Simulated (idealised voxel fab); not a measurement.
This section sets out a process module, namely voxel plated lines.
Each square cell in cross-section cut measures 5 nm, and the section as a whole is 260 nm wide.
Throughout this document, each cross-section is represented as a grid of square cells and is presented as a sequence of bands enumerated from the top downward, where a band comprises one or more rows of cells. What a band's entry tells you: where the top is and where the bottom is, as heights in nm, and after that what lies inside, material by material from left to right, each with its width in nm. Empty space is written as the word "air", and a single material marked with the word "throughout" occupies the band from edge to edge. The level at which height equals 0 is the one under which the wafer, as it arrives, is entirely one material. No lower edge exists for the bottom band, which continues downward and is notated as in "0 -> down". Width spec "30->40" -> top row of cells at first value, bottom row at second value, equal per-row change in between. For the purposes of this document, the phrase "remained unchanged" attached to a step denotes that no cell within the cross-section was modified by that step. Closed empty spaces (no open way to the top) of 8 cells or more are what "Voids, sealed" lists, each as width x height at distance from the left edge, nm for all three. On a step's line, text after the settings is the simulator commenting on that step. "overlay nm" denotes, for a step that has a mask, the displacement of the mask to the right of its planned place, with negative values corresponding to the left.

### Intended process steps
1: RECEIVE (material Si)
2: CONFORMAL_DEP (material SiO2; thk nm 10)
3: DIRECTIONAL_DEP (material TiN; thk nm 5)
4: PATTERN (tone open; mask id LINES; material resist; width nm 20; pitch nm 35; thk nm 35; overlay nm 0)
5: EPI (material Ru; thk nm 10)
6: EPI (material Ru; thk nm 5)
7: EPI (material Ru; thk nm 5)
8: STRIP (etch materials resist)
9: DIRECTIONAL_ETCH (etch materials TiN; depth nm 5)
10: CONFORMAL_DEP (material SiN; thk nm 5)

### Cross-section of the wafer at receipt, which is the condition after step 1
    0 -> down  Si throughout
    Voids, sealed: none

### End state of the module in cross-section, given the above starting point and plan and one mistake in execution
    40 -> 35  air: 85  SiN: 25  air: 10  SiN: 25  air: 10  SiN: 25  air: 80
    35 -> 15  air: 85  SiN: 5  Ru: 15  SiN: 5  air: 10  SiN: 5  Ru: 15  SiN: 5  air: 10  SiN: 5  Ru: 15  SiN: 5  air: 80
    15 -> 10  SiN: 90  TiN: 15  SiN: 20  TiN: 15  SiN: 20  TiN: 15  SiN: 85
    10 -> 0  SiO2 throughout
    0 -> down  Si throughout
    Voids, sealed: none
Heads up, the wafer didn't run the way we planned it: step 4: run off-plan, actual operation and settings PATTERN (tone open; mask id LINES; material resist; width nm 15; pitch nm 35; thk nm 35; overlay nm 0)
